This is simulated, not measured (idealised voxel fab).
Documented hereafter: the process module known as voxel spacer lines.
We display cut, a cross-section 170 nm in width whose square cells are each 5 nm.
A cross-section is a grid of square cells, given in bands from the top down. A band is one or more rows of cells.
Within each band entry, the heights of the top and of the bottom of the band appear first, in that order and in nm; the materials of the band then follow from left to right, each with its corresponding width in nm. The designation "edge to edge" on a single material indicates that it fills the band from edge to edge; the designation "empty" indicates empty space.
Beneath 0, the wafer as received is one material, and that level is where height counting begins. The lowest band goes on downward without a bottom; it is written like "0 down".
The expression "30..40" gives the width at the extremes of the band, the first number at its top row of cells and the second at its bottom row, with the width changing by equal amounts from each row to the next in between.
Step marked "no modifications"? Then no cell in the cross-section changed in it.
Look at "Enclosed empty spaces" for the closed voids: empty spaces with no open path to the top, sized 8 cells or up. Each is width x height at distance, distance from the left edge, all nm.
Past the settings on a step's line: simulator remark, on that step.
"overlay nm", when on a step's line for a step with a mask, measures how far to the right of its planned place the mask lay; a negative measure means to the left.
SET OUT BELOW ARE THE PLANNED STEPS OF THE PROCESS
1 RECEIVE: material Si
2 CONFORMAL_DEP: material Al2O3, thk nm 10
3 DIRECTIONAL_DEP: material TiN, thk nm 10
4 DIRECTIONAL_DEP: material polySi, thk nm 25
5 PATTERN: tone cover, mask id MANDREL, material resist, width nm 15, pitch nm 60, thk nm 35, overlay nm 0
6 DIRECTIONAL_ETCH: etch materials polySi, depth nm 25
7 STRIP: etch materials resist
8 CONFORMAL_DEP: material SiO2, thk nm 15
9 DIRECTIONAL_ETCH: etch materials SiO2, depth nm 15
10 STRIP: etch materials polySi
11 DIRECTIONAL_ETCH: etch materials TiN, depth nm 10
12 STRIP: etch materials SiO2
13 FILL_DEP: material lowk, thk nm 5
14 CMP: height nm 20
INCOMING WAFER IN CROSS-SECTION (STATE: AFTER STEP 1)
0 down = Si edge to edge
Enclosed empty spaces: none
MODULE COMPLETE - CROSS-SECTION OF THE FIRST OF TWO WAFERS, RUN ACCORDING TO PLAN
20 to 10 = lowk 30, then TiN 15, then lowk 15, then TiN 15, then lowk 15, then TiN 15, then lowk 15, then TiN 15, then lowk 35
10 to 0 = Al2O3 edge to edge
0 down = Si edge to edge
Enclosed empty spaces: none
SECOND WAFER THROUGH THE MODULE, SECTIONED AT THE END: SAME BEGINNING AND SAME PLAN AS THE FIRST WAFER, WITH ONE MISTAKE IN CARRYING IT OUT
20 to 10 = Al2O3 edge to edge
10 to 0 = TiN edge to edge
0 down = Si edge to edge
Enclosed empty spaces: none
what went wrong: steps 2 and 3 of the plan were each performed in the slot designated for the other
Final cells, second wafer relative to first, materials higher or lower: +44 TiN; -44 lowk
